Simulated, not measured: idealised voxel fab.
Process module name: voxel transistor to metal
Cross-sectional view cut (width: 180 nm; square cell size: 5 nm).
We lay out every cross-section as a grid of square cells and spell it out in bands from the top down, where one band means one or more rows of cells. Band: top and bottom heights (nm) first, top before bottom; then materials from left to right, widths in nm. "everywhere" marks a sole material filling the band edge to edge. "air" denotes empty space. The reference from which all heights are counted is 0, the level beneath which the as-received wafer is entirely one material; the lowest band, having no lower bound, proceeds downward and is written after the example "top 0, no bottom". Width "30 to 40": first value at the band's top row of cells, second value at its bottom row, equal change from row to row. No cell of the cross-section changed in a step that is given as "nothing different". So "Voids, enclosed" is basically the list of trapped voids: any empty space of 8 cells or more that can't reach the top through an opening. They're written width x height at distance, the distance being from the left edge, and it's all nm. Text after the settings on a step's line: the simulator's own remark on that step. Regarding "overlay nm": on a step with a mask, it is the distance the mask lay to the right of its planned place; a negative value places it to the left. So the way this works: pairs, before and after one process step. The after picture only goes down to the lowest band that actually changed, nothing below. Step and its settings are under each pair. And watch out, pairs might come from different runs of this module, same starting wafer though, so a pair only follows on from the one above if its "Before the process" entry tells you so.

Before the process:
	top 120, bottom 105  resist 40, then air 20, then resist 60, then air 20, then resist 40
	top 105, bottom 85  lowk 40, then air 20, then lowk 60, then air 20, then lowk 40
	top 85, bottom 70  lowk 40, then air 15, then lowk 65, then air 15, then lowk 45
	top 70, bottom 65  SiCN 40, then air 15, then SiCN 65, then air 15, then SiCN 45
	top 65, bottom 60  SiCN 35, then Ru 30, then SiCN 50, then Ru 30, then SiCN 35
	top 60, bottom 40  lowk 40, then TiN 5, then Ru 10, then TiN 5, then lowk 60, then TiN 5, then Ru 10, then TiN 5, then lowk 40
	top 40, bottom 35  SiN 40, then TiN 20, then SiN 60, then TiN 20, then SiN 40
	top 35, bottom 25  SiO2 40, then TiN 5, then W 10, then TiN 5, then SiO2 60, then TiN 5, then W 10, then TiN 5, then SiO2 40
	top 25, bottom 20  SiO2 40, then TiN 20, then SiO2 60, then TiN 20, then SiO2 40
	top 20, bottom 5  W 70, then TiN 5, then HfO2 5, then SiN 5, then SiO2 10, then SiN 5, then HfO2 5, then TiN 5, then W 70
	top 5, bottom 0  TiN 75, then HfO2 5, then SiN 5, then SiO2 10, then SiN 5, then HfO2 5, then TiN 75
	top 0, bottom -5  HfO2 80, then SiO2 5, then SiGe 10, then SiO2 5, then HfO2 80
	top -5, bottom -25  SiO2 30, then Si 120, then SiO2 30
	top -25, no bottom  Si everywhere
	Voids, enclosed: none

Sectional View, Post-Process:
	top 105, bottom 85  lowk 40, then air 20, then lowk 60, then air 20, then lowk 40
	Below a height of 85, the structure has not been altered.
	Voids, enclosed: none
Q: step between the cross-sections above? A: STRIP: etch materials resist

Before the process: = after-state of the pair above.

Sectional View, Post-Process:
	top 110, bottom 105  TiN 45, then air 10, then TiN 70, then air 10, then TiN 45
	top 105, bottom 90  lowk 40, then TiN 5, then air 10, then TiN 5, then lowk 60, then TiN 5, then air 10, then TiN 5, then lowk 40
	top 90, bottom 85  lowk 40, then TiN 5, then air 5, then TiN 10, then lowk 60, then TiN 5, then air 5, then TiN 10, then lowk 40
	top 85, bottom 70  lowk 40, then TiN 5, then air 5, then TiN 5, then lowk 65, then TiN 5, then air 5, then TiN 5, then lowk 45
	top 70, bottom 65  SiCN 40, then TiN 15, then SiCN 65, then TiN 15, then SiCN 45
	Below a height of 65, the structure has not been altered.
	Voids, enclosed: none
Q: step between the cross-sections above? A: CONFORMAL_DEP: material TiN, thk nm 5

Before the process: = after-state of the pair above.

Sectional View, Post-Process:
	top 120, bottom 110  Cu everywhere
	top 110, bottom 105  TiN 45, then Cu 10, then TiN 70, then Cu 10, then TiN 45
	top 105, bottom 90  lowk 40, then TiN 5, then Cu 10, then TiN 5, then lowk 60, then TiN 5, then Cu 10, then TiN 5, then lowk 40
	top 90, bottom 85  lowk 40, then TiN 5, then Cu 5, then TiN 10, then lowk 60, then TiN 5, then Cu 5, then TiN 10, then lowk 40
	top 85, bottom 70  lowk 40, then TiN 5, then Cu 5, then TiN 5, then lowk 65, then TiN 5, then Cu 5, then TiN 5, then lowk 45
	Below a height of 70, the structure has not been altered.
	Voids, enclosed: none
Q: step between the cross-sections above? A: FILL_DEP: material Cu, thk nm 10

Before the process: = after-state of the pair above.

Sectional View, Post-Process:
	top 105, bottom 90  lowk 40, then TiN 5, then Cu 10, then TiN 5, then lowk 60, then TiN 5, then Cu 10, then TiN 5, then lowk 40
	Below a height of 90, the structure has not been altered.
	Voids, enclosed: none
Q: step between the cross-sections above? A: CMP: height nm 105

Before the process: = after-state of the pair above.

Sectional View, Post-Process:
	top 110, bottom 105  SiCN everywhere
	Below a height of 105, the structure has not been altered.
	Voids, enclosed: none
Q: step between the cross-sections above? A: CONFORMAL_DEP: material SiCN, thk nm 5
